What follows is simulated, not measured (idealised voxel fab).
The process module that follows is named voxel wiring stack.
cross-section cut | 280 nm wide | cells 5 nm
We lay out every cross-section as a grid of square cells and spell it out in bands from the top down, where one band means one or more rows of cells.
What a band's entry tells you: where the top is and where the bottom is, as heights in nm, and after that what lies inside, material by material from left to right, each with its width in nm. Empty space is written as the word "blank", and a single material marked with the word "everywhere" occupies the band from edge to edge.
Heights are measured from 0, the level below which the as-received wafer is all one material; the lowest band has no bottom and continues downward, written as in "0 nm and below".
Width "30 to 40": first value at the band's top row of cells, second value at its bottom row, equal change from row to row.
Take "no alteration" at face value: in the step it is given for, the cross-section changed in none of its cells.
Entry "Non-vented voids" = empty spaces >= 8 cells with no open way to the top; each as width x height at distance, distance from left edge, all nm.
Whatever follows a step's settings on its line is a remark the simulator itself makes about that step.
Steps that use a mask can have "overlay nm" on their line. It says how far the mask sat to the right of where it was meant to be. Negative means to the left.

### Steps in the process plan
1) RECEIVE, material Si
2) CONFORMAL_DEP, material SiO2, thk nm 10
3) CONFORMAL_DEP, material SiCN, thk nm 5
4) DIRECTIONAL_DEP, material lowk, thk nm 25
5) DIRECTIONAL_DEP, material aC, thk nm 10
6) PATTERN, tone open, mask id METAL_1, material resist, width nm 30, pitch nm 45, thk nm 30, overlay nm 0
7) DIRECTIONAL_ETCH, etch materials aC, depth nm 10
8) STRIP, etch materials resist
9) DIRECTIONAL_ETCH, etch materials lowk, depth nm 25
10) DIRECTIONAL_ETCH, etch materials SiCN, depth nm 5
11) STRIP, etch materials aC
12) CONFORMAL_DEP, material TiN, thk nm 5
13) FILL_DEP, material W, thk nm 5
14) CMP, height nm 40
15) CONFORMAL_DEP, material SiCN, thk nm 5
16) DIRECTIONAL_DEP, material SiO2, thk nm 25
17) DIRECTIONAL_DEP, material aC, thk nm 15
18) PATTERN, tone open, mask id METAL_2_HOLES, material resist, width nm 15, thk nm 30, overlay nm 0
19) DIRECTIONAL_ETCH, etch materials aC, depth nm 15
20) STRIP, etch materials resist
21) DIRECTIONAL_ETCH, etch materials SiO2, depth nm 25
22) STRIP, etch materials aC
23) PATTERN, tone open, mask id METAL_2, material resist, width nm 30, pitch nm 45, thk nm 20, overlay nm 0
24) DIRECTIONAL_ETCH, etch materials SiO2, depth nm 15
25) DIRECTIONAL_ETCH, etch materials SiCN, depth nm 5
26) STRIP, etch materials resist
27) CONFORMAL_DEP, material TiN, thk nm 5
28) FILL_DEP, material Cu, thk nm 10
29) CMP, height nm 70
30) CONFORMAL_DEP, material SiCN, thk nm 5
31) DIRECTIONAL_DEP, material SiO2, thk nm 15
32) MASKED_ETCH, tone open, mask id PLUG_2, width nm 15, pitch nm 45, etch materials SiO2, depth nm 15, overlay nm 0
33) MASKED_ETCH, tone open, mask id PLUG_2, width nm 15, pitch nm 45, etch materials SiCN, depth nm 5, overlay nm 0
34) EPI, material Ru, thk nm 10
35) EPI, material Ru, thk nm 10
36) DIRECTIONAL_DEP, material TiN, thk nm 5
37) DIRECTIONAL_DEP, material W, thk nm 20
38) PATTERN, tone cover, mask id METAL_3, material resist, width nm 30, pitch nm 45, thk nm 15, overlay nm 0
39) DIRECTIONAL_ETCH, etch materials W, depth nm 20
40) DIRECTIONAL_ETCH, etch materials TiN, depth nm 5
41) STRIP, etch materials resist
42) CONFORMAL_DEP, material SiCN, thk nm 5
43) FILL_DEP, material SiO2, thk nm 5
44) CMP, height nm 115
45) CONFORMAL_DEP, material SiCN, thk nm 5
46) DIRECTIONAL_DEP, material SiO2, thk nm 10
47) DIRECTIONAL_DEP, material aC, thk nm 15
48) PATTERN, tone open, mask id PLUG_3, material resist, width nm 15, thk nm 35, overlay nm 0
49) DIRECTIONAL_ETCH, etch materials aC, depth nm 15
50) STRIP, etch materials resist
51) DIRECTIONAL_ETCH, etch materials SiO2, depth nm 10
52) DIRECTIONAL_ETCH, etch materials SiCN, depth nm 5
53) STRIP, etch materials aC
54) CONFORMAL_DEP, material TiN, thk nm 5
55) FILL_DEP, material Ru, thk nm 10
56) CMP, height nm 130
57) CONFORMAL_DEP, material SiN, thk nm 5
58) DIRECTIONAL_DEP, material SiO2, thk nm 25
59) DIRECTIONAL_DEP, material aC, thk nm 10
60) PATTERN, tone open, mask id METAL_4, material resist, width nm 30, pitch nm 45, thk nm 25, overlay nm 0
61) DIRECTIONAL_ETCH, etch materials aC, depth nm 10
62) STRIP, etch materials resist
63) DIRECTIONAL_ETCH, etch materials SiO2, depth nm 25
64) DIRECTIONAL_ETCH, etch materials SiN, depth nm 5
65) STRIP, etch materials aC
66) CONFORMAL_DEP, material TiN, thk nm 5
67) FILL_DEP, material Cu, thk nm 5
68) CMP, height nm 160
69) CONFORMAL_DEP, material SiN, thk nm 5

### First of two wafers, processed according to plan

### Received-state cross-section, reflecting completion of step 1
	0 nm and below | Si everywhere
	Non-vented voids: none

### You're looking at a cross-section of the wafer after step 2
	10 nm to 0 nm | SiO2 everywhere
	Below 0, no change.

### You're looking at a cross-section of the wafer after step 3
	15 nm to 10 nm | SiCN everywhere
	Below 10, no change.

### You're looking at a cross-section of the wafer after step 4
	40 nm to 15 nm | lowk everywhere
	Below 15, no change.

### You're looking at a cross-section of the wafer after step 5
	50 nm to 40 nm | aC everywhere
	Below 40, no change.

### You're looking at a cross-section of the wafer after step 6
	80 nm to 50 nm | 100 resist; 30 blank; 15 resist; 30 blank; 105 resist
	Below 50, no change.

### You're looking at a cross-section of the wafer after step 7
	70 nm to 50 nm | 100 resist; 30 blank; 15 resist; 30 blank; 105 resist
	50 nm to 40 nm | 100 aC; 30 blank; 15 aC; 30 blank; 105 aC
	Below 40, no change.

### You're looking at a cross-section of the wafer after step 8
	50 nm to 40 nm | 100 aC; 30 blank; 15 aC; 30 blank; 105 aC
	Below 40, no change.

### You're looking at a cross-section of the wafer after step 9
	50 nm to 40 nm | 100 aC; 30 blank; 15 aC; 30 blank; 105 aC
	40 nm to 15 nm | 100 lowk; 30 blank; 15 lowk; 30 blank; 105 lowk
	Below 15, no change.

### You're looking at a cross-section of the wafer after step 10
	50 nm to 40 nm | 100 aC; 30 blank; 15 aC; 30 blank; 105 aC
	40 nm to 15 nm | 100 lowk; 30 blank; 15 lowk; 30 blank; 105 lowk
	15 nm to 10 nm | 100 SiCN; 30 blank; 15 SiCN; 30 blank; 105 SiCN
	Below 10, no change.

### You're looking at a cross-section of the wafer after step 11
	40 nm to 15 nm | 100 lowk; 30 blank; 15 lowk; 30 blank; 105 lowk
	Below 15, no change.

### You're looking at a cross-section of the wafer after step 12
	45 nm to 40 nm | 105 TiN; 20 blank; 25 TiN; 20 blank; 110 TiN
	40 nm to 15 nm | 100 lowk; 5 TiN; 20 blank; 5 TiN; 15 lowk; 5 TiN; 20 blank; 5 TiN; 105 lowk
	15 nm to 10 nm | 100 SiCN; 30 TiN; 15 SiCN; 30 TiN; 105 SiCN
	Below 10, no change.

### You're looking at a cross-section of the wafer after step 13
	50 nm to 45 nm | W everywhere
	45 nm to 40 nm | 105 TiN; 20 W; 25 TiN; 20 W; 110 TiN
	40 nm to 15 nm | 100 lowk; 5 TiN; 20 W; 5 TiN; 15 lowk; 5 TiN; 20 W; 5 TiN; 105 lowk
	Below 15, no change.

### You're looking at a cross-section of the wafer after step 14
	40 nm to 15 nm | 100 lowk; 5 TiN; 20 W; 5 TiN; 15 lowk; 5 TiN; 20 W; 5 TiN; 105 lowk
	Below 15, no change.

### You're looking at a cross-section of the wafer after step 15
	45 nm to 40 nm | SiCN everywhere
	Below 40, no change.

### You're looking at a cross-section of the wafer after step 16
	70 nm to 45 nm | SiO2 everywhere
	Below 45, no change.

### You're looking at a cross-section of the wafer after step 17
	85 nm to 70 nm | aC everywhere
	Below 70, no change.

### You're looking at a cross-section of the wafer after step 18
	115 nm to 85 nm | 100 resist; 15 blank; 165 resist
	Below 85, no change.

### You're looking at a cross-section of the wafer after step 19
	100 nm to 85 nm | 100 resist; 15 blank; 165 resist
	85 nm to 70 nm | 100 aC; 15 blank; 165 aC
	Below 70, no change.

### You're looking at a cross-section of the wafer after step 20
	85 nm to 70 nm | 100 aC; 15 blank; 165 aC
	Below 70, no change.

### You're looking at a cross-section of the wafer after step 21
	85 nm to 70 nm | 100 aC; 15 blank; 165 aC
	70 nm to 45 nm | 100 SiO2; 15 blank; 165 SiO2
	Below 45, no change.

### You're looking at a cross-section of the wafer after step 22
	70 nm to 45 nm | 100 SiO2; 15 blank; 165 SiO2
	Below 45, no change.

### You're looking at a cross-section of the wafer after step 23
	90 nm to 70 nm | 100 resist; 30 blank; 15 resist; 30 blank; 105 resist
	Below 70, no change.

### You're looking at a cross-section of the wafer after step 24
	90 nm to 70 nm | 100 resist; 30 blank; 15 resist; 30 blank; 105 resist
	70 nm to 55 nm | 100 SiO2; 30 blank; 15 SiO2; 30 blank; 105 SiO2
	Below 55, no change.

### You're looking at a cross-section of the wafer after step 25
	90 nm to 70 nm | 100 resist; 30 blank; 15 resist; 30 blank; 105 resist
	70 nm to 55 nm | 100 SiO2; 30 blank; 15 SiO2; 30 blank; 105 SiO2
	55 nm to 45 nm | 100 SiO2; 15 blank; 165 SiO2
	45 nm to 40 nm | 100 SiCN; 15 blank; 165 SiCN
	Below 40, no change.

### You're looking at a cross-section of the wafer after step 26
	70 nm to 55 nm | 100 SiO2; 30 blank; 15 SiO2; 30 blank; 105 SiO2
	Below 55, no change.

### You're looking at a cross-section of the wafer after step 27
	75 nm to 70 nm | 105 TiN; 20 blank; 25 TiN; 20 blank; 110 TiN
	70 nm to 60 nm | 100 SiO2; 5 TiN; 20 blank; 5 TiN; 15 SiO2; 5 TiN; 20 blank; 5 TiN; 105 SiO2
	60 nm to 55 nm | 100 SiO2; 5 TiN; 5 blank; 20 TiN; 15 SiO2; 30 TiN; 105 SiO2
	55 nm to 45 nm | 100 SiO2; 5 TiN; 5 blank; 5 TiN; 165 SiO2
	45 nm to 40 nm | 100 SiCN; 15 TiN; 165 SiCN
	Below 40, no change.

### You're looking at a cross-section of the wafer after step 28
	85 nm to 75 nm | Cu everywhere
	75 nm to 70 nm | 105 TiN; 20 Cu; 25 TiN; 20 Cu; 110 TiN
	70 nm to 60 nm | 100 SiO2; 5 TiN; 20 Cu; 5 TiN; 15 SiO2; 5 TiN; 20 Cu; 5 TiN; 105 SiO2
	60 nm to 55 nm | 100 SiO2; 5 TiN; 5 Cu; 20 TiN; 15 SiO2; 30 TiN; 105 SiO2
	55 nm to 45 nm | 100 SiO2; 5 TiN; 5 Cu; 5 TiN; 165 SiO2
	Below 45, no change.

### You're looking at a cross-section of the wafer after step 29
	70 nm to 60 nm | 100 SiO2; 5 TiN; 20 Cu; 5 TiN; 15 SiO2; 5 TiN; 20 Cu; 5 TiN; 105 SiO2
	Below 60, no change.

### You're looking at a cross-section of the wafer after step 30
	75 nm to 70 nm | SiCN everywhere
	Below 70, no change.

### You're looking at a cross-section of the wafer after step 31
	90 nm to 75 nm | SiO2 everywhere
	Below 75, no change.

### You're looking at a cross-section of the wafer after step 32
	90 nm to 75 nm | 100 SiO2; 15 blank; 30 SiO2; 15 blank; 120 SiO2
	Below 75, no change.

### You're looking at a cross-section of the wafer after step 33
	90 nm to 75 nm | 100 SiO2; 15 blank; 30 SiO2; 15 blank; 120 SiO2
	75 nm to 70 nm | 100 SiCN; 15 blank; 30 SiCN; 15 blank; 120 SiCN
	Below 70, no change.

### You're looking at a cross-section of the wafer after step 34
	90 nm to 80 nm | 100 SiO2; 15 blank; 30 SiO2; 15 blank; 120 SiO2
	80 nm to 75 nm | 100 SiO2; 15 Ru; 30 SiO2; 15 Ru; 120 SiO2
	75 nm to 70 nm | 100 SiCN; 15 Ru; 30 SiCN; 15 Ru; 120 SiCN
	Below 70, no change.

### You're looking at a cross-section of the wafer after step 35
	90 nm to 75 nm | 100 SiO2; 15 Ru; 30 SiO2; 15 Ru; 120 SiO2
	Below 75, no change.

### You're looking at a cross-section of the wafer after step 36
	95 nm to 90 nm | TiN everywhere
	Below 90, no change.

### You're looking at a cross-section of the wafer after step 37
	115 nm to 95 nm | W everywhere
	Below 95, no change.

### You're looking at a cross-section of the wafer after step 38
	130 nm to 115 nm | 100 blank; 30 resist; 15 blank; 30 resist; 105 blank
	Below 115, no change.

### You're looking at a cross-section of the wafer after step 39
	130 nm to 115 nm | 100 blank; 30 resist; 15 blank; 30 resist; 105 blank
	115 nm to 95 nm | 100 blank; 30 W; 15 blank; 30 W; 105 blank
	Below 95, no change.

### You're looking at a cross-section of the wafer after step 40
	130 nm to 115 nm | 100 blank; 30 resist; 15 blank; 30 resist; 105 blank
	115 nm to 95 nm | 100 blank; 30 W; 15 blank; 30 W; 105 blank
	95 nm to 90 nm | 100 blank; 30 TiN; 15 blank; 30 TiN; 105 blank
	Below 90, no change.

### You're looking at a cross-section of the wafer after step 41
	115 nm to 95 nm | 100 blank; 30 W; 15 blank; 30 W; 105 blank
	Below 95, no change.

### You're looking at a cross-section of the wafer after step 42
	120 nm to 115 nm | 95 blank; 40 SiCN; 5 blank; 40 SiCN; 100 blank
	115 nm to 95 nm | 95 blank; 5 SiCN; 30 W; 5 SiCN; 5 blank; 5 SiCN; 30 W; 5 SiCN; 100 blank
	95 nm to 90 nm | 100 SiCN; 30 TiN; 15 SiCN; 30 TiN; 105 SiCN
	Below 90, no change.

### You're looking at a cross-section of the wafer after step 43
	125 nm to 120 nm | SiO2 everywhere
	120 nm to 115 nm | 95 SiO2; 40 SiCN; 5 SiO2; 40 SiCN; 100 SiO2
	115 nm to 95 nm | 95 SiO2; 5 SiCN; 30 W; 5 SiCN; 5 SiO2; 5 SiCN; 30 W; 5 SiCN; 100 SiO2
	Below 95, no change.

### You're looking at a cross-section of the wafer after step 44
	115 nm to 95 nm | 95 SiO2; 5 SiCN; 30 W; 5 SiCN; 5 SiO2; 5 SiCN; 30 W; 5 SiCN; 100 SiO2
	Below 95, no change.

### You're looking at a cross-section of the wafer after step 45
	120 nm to 115 nm | SiCN everywhere
	Below 115, no change.

### You're looking at a cross-section of the wafer after step 46
	130 nm to 120 nm | SiO2 everywhere
	Below 120, no change.

### You're looking at a cross-section of the wafer after step 47
	145 nm to 130 nm | aC everywhere
	Below 130, no change.

### You're looking at a cross-section of the wafer after step 48
	180 nm to 145 nm | 100 resist; 15 blank; 165 resist
	Below 145, no change.

### You're looking at a cross-section of the wafer after step 49
	165 nm to 145 nm | 100 resist; 15 blank; 165 resist
	145 nm to 130 nm | 100 aC; 15 blank; 165 aC
	Below 130, no change.

### You're looking at a cross-section of the wafer after step 50
	145 nm to 130 nm | 100 aC; 15 blank; 165 aC
	Below 130, no change.

### You're looking at a cross-section of the wafer after step 51
	145 nm to 130 nm | 100 aC; 15 blank; 165 aC
	130 nm to 120 nm | 100 SiO2; 15 blank; 165 SiO2
	Below 120, no change.

### You're looking at a cross-section of the wafer after step 52
	145 nm to 130 nm | 100 aC; 15 blank; 165 aC
	130 nm to 120 nm | 100 SiO2; 15 blank; 165 SiO2
	120 nm to 115 nm | 100 SiCN; 15 blank; 165 SiCN
	Below 115, no change.

### You're looking at a cross-section of the wafer after step 53
	130 nm to 120 nm | 100 SiO2; 15 blank; 165 SiO2
	Below 120, no change.

### You're looking at a cross-section of the wafer after step 54
	135 nm to 130 nm | 105 TiN; 5 blank; 170 TiN
	130 nm to 120 nm | 100 SiO2; 5 TiN; 5 blank; 5 TiN; 165 SiO2
	120 nm to 115 nm | 100 SiCN; 15 TiN; 165 SiCN
	Below 115, no change.

### You're looking at a cross-section of the wafer after step 55
	145 nm to 135 nm | Ru everywhere
	135 nm to 130 nm | 105 TiN; 5 Ru; 170 TiN
	130 nm to 120 nm | 100 SiO2; 5 TiN; 5 Ru; 5 TiN; 165 SiO2
	Below 120, no change.

### You're looking at a cross-section of the wafer after step 56
	130 nm to 120 nm | 100 SiO2; 5 TiN; 5 Ru; 5 TiN; 165 SiO2
	Below 120, no change.

### You're looking at a cross-section of the wafer after step 57
	135 nm to 130 nm | SiN everywhere
	Below 130, no change.

### You're looking at a cross-section of the wafer after step 58
	160 nm to 135 nm | SiO2 everywhere
	Below 135, no change.

### You're looking at a cross-section of the wafer after step 59
	170 nm to 160 nm | aC everywhere
	Below 160, no change.

### You're looking at a cross-section of the wafer after step 60
	195 nm to 170 nm | 100 resist; 30 blank; 15 resist; 30 blank; 105 resist
	Below 170, no change.

### You're looking at a cross-section of the wafer after step 61
	185 nm to 170 nm | 100 resist; 30 blank; 15 resist; 30 blank; 105 resist
	170 nm to 160 nm | 100 aC; 30 blank; 15 aC; 30 blank; 105 aC
	Below 160, no change.

### You're looking at a cross-section of the wafer after step 62
	170 nm to 160 nm | 100 aC; 30 blank; 15 aC; 30 blank; 105 aC
	Below 160, no change.

### You're looking at a cross-section of the wafer after step 63
	170 nm to 160 nm | 100 aC; 30 blank; 15 aC; 30 blank; 105 aC
	160 nm to 135 nm | 100 SiO2; 30 blank; 15 SiO2; 30 blank; 105 SiO2
	Below 135, no change.

### You're looking at a cross-section of the wafer after step 64
	170 nm to 160 nm | 100 aC; 30 blank; 15 aC; 30 blank; 105 aC
	160 nm to 135 nm | 100 SiO2; 30 blank; 15 SiO2; 30 blank; 105 SiO2
	135 nm to 130 nm | 100 SiN; 30 blank; 15 SiN; 30 blank; 105 SiN
	Below 130, no change.

### You're looking at a cross-section of the wafer after step 65
	160 nm to 135 nm | 100 SiO2; 30 blank; 15 SiO2; 30 blank; 105 SiO2
	Below 135, no change.

### You're looking at a cross-section of the wafer after step 66
	165 nm to 160 nm | 105 TiN; 20 blank; 25 TiN; 20 blank; 110 TiN
	160 nm to 135 nm | 100 SiO2; 5 TiN; 20 blank; 5 TiN; 15 SiO2; 5 TiN; 20 blank; 5 TiN; 105 SiO2
	135 nm to 130 nm | 100 SiN; 30 TiN; 15 SiN; 30 TiN; 105 SiN
	Below 130, no change.

### You're looking at a cross-section of the wafer after step 67
	170 nm to 165 nm | Cu everywhere
	165 nm to 160 nm | 105 TiN; 20 Cu; 25 TiN; 20 Cu; 110 TiN
	160 nm to 135 nm | 100 SiO2; 5 TiN; 20 Cu; 5 TiN; 15 SiO2; 5 TiN; 20 Cu; 5 TiN; 105 SiO2
	Below 135, no change.

### You're looking at a cross-section of the wafer after step 68
	160 nm to 135 nm | 100 SiO2; 5 TiN; 20 Cu; 5 TiN; 15 SiO2; 5 TiN; 20 Cu; 5 TiN; 105 SiO2
	Below 135, no change.

### You're looking at a cross-section of the wafer after step 69
	165 nm to 160 nm | SiN everywhere
	Below 160, no change.

### The second wafer was prepared from the same starting point and under the same plan as the first; its processing contained one mistake, and it remains indistinguishable from the first wafer up to and including step 30

### Cross-section of the second wafer corresponding to the planned conclusion of step 31
	100 nm to 75 nm | SiO2 everywhere
	Below 75, no change.

### Cross-section of the second wafer corresponding to the planned conclusion of step 32
	100 nm to 85 nm | 100 SiO2; 15 blank; 30 SiO2; 15 blank; 120 SiO2
	Below 85, no change.

Cross-section of the second wafer corresponding to the planned conclusion of step 33: no alteration

Cross-section of the second wafer corresponding to the planned conclusion of step 34: no alteration

Cross-section of the second wafer corresponding to the planned conclusion of step 35: no alteration

### Cross-section of the second wafer corresponding to the planned conclusion of step 36
	105 nm to 100 nm | 100 TiN; 15 blank; 30 TiN; 15 blank; 120 TiN
	100 nm to 90 nm | 100 SiO2; 15 blank; 30 SiO2; 15 blank; 120 SiO2
	90 nm to 85 nm | 100 SiO2; 15 TiN; 30 SiO2; 15 TiN; 120 SiO2
	Below 85, no change.

### Cross-section of the second wafer corresponding to the planned conclusion of step 37
	125 nm to 110 nm | 100 W; 15 blank; 30 W; 15 blank; 120 W
	110 nm to 105 nm | W everywhere
	105 nm to 100 nm | 100 TiN; 15 W; 30 TiN; 15 W; 120 TiN
	100 nm to 90 nm | 100 SiO2; 15 W; 30 SiO2; 15 W; 120 SiO2
	Below 90, no change.

### Cross-section of the second wafer corresponding to the planned conclusion of step 38
	140 nm to 125 nm | 100 blank; 30 resist; 15 blank; 30 resist; 105 blank
	125 nm to 110 nm | 100 W; 15 resist; 30 W; 15 resist; 120 W
	Below 110, no change.

### Cross-section of the second wafer corresponding to the planned conclusion of step 39
	140 nm to 125 nm | 100 blank; 30 resist; 15 blank; 30 resist; 105 blank
	125 nm to 110 nm | 100 blank; 15 resist; 15 W; 15 blank; 15 resist; 15 W; 105 blank
	110 nm to 105 nm | 100 blank; 30 W; 15 blank; 30 W; 105 blank
	Below 105, no change.

### Cross-section of the second wafer corresponding to the planned conclusion of step 40
	140 nm to 125 nm | 100 blank; 30 resist; 15 blank; 30 resist; 105 blank
	125 nm to 110 nm | 100 blank; 15 resist; 15 W; 15 blank; 15 resist; 15 W; 105 blank
	110 nm to 105 nm | 100 blank; 30 W; 15 blank; 30 W; 105 blank
	105 nm to 100 nm | 100 blank; 15 W; 15 TiN; 15 blank; 15 W; 15 TiN; 105 blank
	Below 100, no change.

### Cross-section of the second wafer corresponding to the planned conclusion of step 41
	125 nm to 110 nm | 115 blank; 15 W; 30 blank; 15 W; 105 blank
	Below 110, no change.

### Cross-section of the second wafer corresponding to the planned conclusion of step 42
	130 nm to 125 nm | 110 blank; 25 SiCN; 20 blank; 25 SiCN; 100 blank
	125 nm to 115 nm | 110 blank; 5 SiCN; 15 W; 5 SiCN; 20 blank; 5 SiCN; 15 W; 5 SiCN; 100 blank
	115 nm to 105 nm | 95 blank; 20 to 5 SiCN; 15 to 30 W; 5 SiCN; 5 blank; 20 to 5 SiCN; 15 to 30 W; 5 SiCN; 100 blank
	105 nm to 100 nm | 100 SiCN; 15 W; 15 TiN; 15 SiCN; 15 W; 15 TiN; 105 SiCN
	Below 100, no change.

### Cross-section of the second wafer corresponding to the planned conclusion of step 43
	135 nm to 130 nm | SiO2 everywhere
	130 nm to 125 nm | 110 SiO2; 25 SiCN; 20 SiO2; 25 SiCN; 100 SiO2
	125 nm to 115 nm | 110 SiO2; 5 SiCN; 15 W; 5 SiCN; 20 SiO2; 5 SiCN; 15 W; 5 SiCN; 100 SiO2
	115 nm to 105 nm | 95 SiO2; 20 to 5 SiCN; 15 to 30 W; 5 SiCN; 5 SiO2; 20 to 5 SiCN; 15 to 30 W; 5 SiCN; 100 SiO2
	Below 105, no change.

### Cross-section of the second wafer corresponding to the planned conclusion of step 44
	115 nm to 105 nm | 95 SiO2; 20 to 5 SiCN; 15 to 30 W; 5 SiCN; 5 SiO2; 20 to 5 SiCN; 15 to 30 W; 5 SiCN; 100 SiO2
	Below 105, no change.

### Cross-section of the second wafer corresponding to the planned conclusion of step 45
	120 nm to 115 nm | SiCN everywhere
	Below 115, no change.

### Cross-section of the second wafer corresponding to the planned conclusion of step 46
	130 nm to 120 nm | SiO2 everywhere
	Below 120, no change.

### Cross-section of the second wafer corresponding to the planned conclusion of step 47
	145 nm to 130 nm | aC everywhere
	Below 130, no change.

### Cross-section of the second wafer corresponding to the planned conclusion of step 48
	180 nm to 145 nm | 100 resist; 15 blank; 165 resist
	Below 145, no change.

### Cross-section of the second wafer corresponding to the planned conclusion of step 49
	165 nm to 145 nm | 100 resist; 15 blank; 165 resist
	145 nm to 130 nm | 100 aC; 15 blank; 165 aC
	Below 130, no change.

### Cross-section of the second wafer corresponding to the planned conclusion of step 50
	145 nm to 130 nm | 100 aC; 15 blank; 165 aC
	Below 130, no change.

### Cross-section of the second wafer corresponding to the planned conclusion of step 51
	145 nm to 130 nm | 100 aC; 15 blank; 165 aC
	130 nm to 120 nm | 100 SiO2; 15 blank; 165 SiO2
	Below 120, no change.

### Cross-section of the second wafer corresponding to the planned conclusion of step 52
	145 nm to 130 nm | 100 aC; 15 blank; 165 aC
	130 nm to 120 nm | 100 SiO2; 15 blank; 165 SiO2
	120 nm to 115 nm | 100 SiCN; 15 blank; 165 SiCN
	Below 115, no change.

### Cross-section of the second wafer corresponding to the planned conclusion of step 53
	130 nm to 120 nm | 100 SiO2; 15 blank; 165 SiO2
	Below 120, no change.

### Cross-section of the second wafer corresponding to the planned conclusion of step 54
	135 nm to 130 nm | 105 TiN; 5 blank; 170 TiN
	130 nm to 120 nm | 100 SiO2; 5 TiN; 5 blank; 5 TiN; 165 SiO2
	120 nm to 115 nm | 100 SiCN; 15 TiN; 165 SiCN
	Below 115, no change.

### Cross-section of the second wafer corresponding to the planned conclusion of step 55
	145 nm to 135 nm | Ru everywhere
	135 nm to 130 nm | 105 TiN; 5 Ru; 170 TiN
	130 nm to 120 nm | 100 SiO2; 5 TiN; 5 Ru; 5 TiN; 165 SiO2
	Below 120, no change.

### Cross-section of the second wafer corresponding to the planned conclusion of step 56
	130 nm to 120 nm | 100 SiO2; 5 TiN; 5 Ru; 5 TiN; 165 SiO2
	Below 120, no change.

### Cross-section of the second wafer corresponding to the planned conclusion of step 57
	135 nm to 130 nm | SiN everywhere
	Below 130, no change.

### Cross-section of the second wafer corresponding to the planned conclusion of step 58
	160 nm to 135 nm | SiO2 everywhere
	Below 135, no change.

### Cross-section of the second wafer corresponding to the planned conclusion of step 59
	170 nm to 160 nm | aC everywhere
	Below 160, no change.

### Cross-section of the second wafer corresponding to the planned conclusion of step 60
	195 nm to 170 nm | 100 resist; 30 blank; 15 resist; 30 blank; 105 resist
	Below 170, no change.

### Cross-section of the second wafer corresponding to the planned conclusion of step 61
	185 nm to 170 nm | 100 resist; 30 blank; 15 resist; 30 blank; 105 resist
	170 nm to 160 nm | 100 aC; 30 blank; 15 aC; 30 blank; 105 aC
	Below 160, no change.

### Cross-section of the second wafer corresponding to the planned conclusion of step 62
	170 nm to 160 nm | 100 aC; 30 blank; 15 aC; 30 blank; 105 aC
	Below 160, no change.

### Cross-section of the second wafer corresponding to the planned conclusion of step 63
	170 nm to 160 nm | 100 aC; 30 blank; 15 aC; 30 blank; 105 aC
	160 nm to 135 nm | 100 SiO2; 30 blank; 15 SiO2; 30 blank; 105 SiO2
	Below 135, no change.

### Cross-section of the second wafer corresponding to the planned conclusion of step 64
	170 nm to 160 nm | 100 aC; 30 blank; 15 aC; 30 blank; 105 aC
	160 nm to 135 nm | 100 SiO2; 30 blank; 15 SiO2; 30 blank; 105 SiO2
	135 nm to 130 nm | 100 SiN; 30 blank; 15 SiN; 30 blank; 105 SiN
	Below 130, no change.

### Cross-section of the second wafer corresponding to the planned conclusion of step 65
	160 nm to 135 nm | 100 SiO2; 30 blank; 15 SiO2; 30 blank; 105 SiO2
	Below 135, no change.

### Cross-section of the second wafer corresponding to the planned conclusion of step 66
	165 nm to 160 nm | 105 TiN; 20 blank; 25 TiN; 20 blank; 110 TiN
	160 nm to 135 nm | 100 SiO2; 5 TiN; 20 blank; 5 TiN; 15 SiO2; 5 TiN; 20 blank; 5 TiN; 105 SiO2
	135 nm to 130 nm | 100 SiN; 30 TiN; 15 SiN; 30 TiN; 105 SiN
	Below 130, no change.

### Cross-section of the second wafer corresponding to the planned conclusion of step 67
	170 nm to 165 nm | Cu everywhere
	165 nm to 160 nm | 105 TiN; 20 Cu; 25 TiN; 20 Cu; 110 TiN
	160 nm to 135 nm | 100 SiO2; 5 TiN; 20 Cu; 5 TiN; 15 SiO2; 5 TiN; 20 Cu; 5 TiN; 105 SiO2
	Below 135, no change.

### Cross-section of the second wafer corresponding to the planned conclusion of step 68
	160 nm to 135 nm | 100 SiO2; 5 TiN; 20 Cu; 5 TiN; 15 SiO2; 5 TiN; 20 Cu; 5 TiN; 105 SiO2
	Below 135, no change.

### Cross-section of the second wafer corresponding to the planned conclusion of step 69
	165 nm to 160 nm | SiN everywhere
	Below 160, no change.
Run error: rather than as planned, step 31 actually ran as DIRECTIONAL_DEP, material SiO2, thk nm 25
It is noted that, at the conclusion of processing, the second wafer exhibits a higher or lower cell count for certain materials relative to the first: -24 Ru, +4 SiCN, +32 SiO2, -12 W
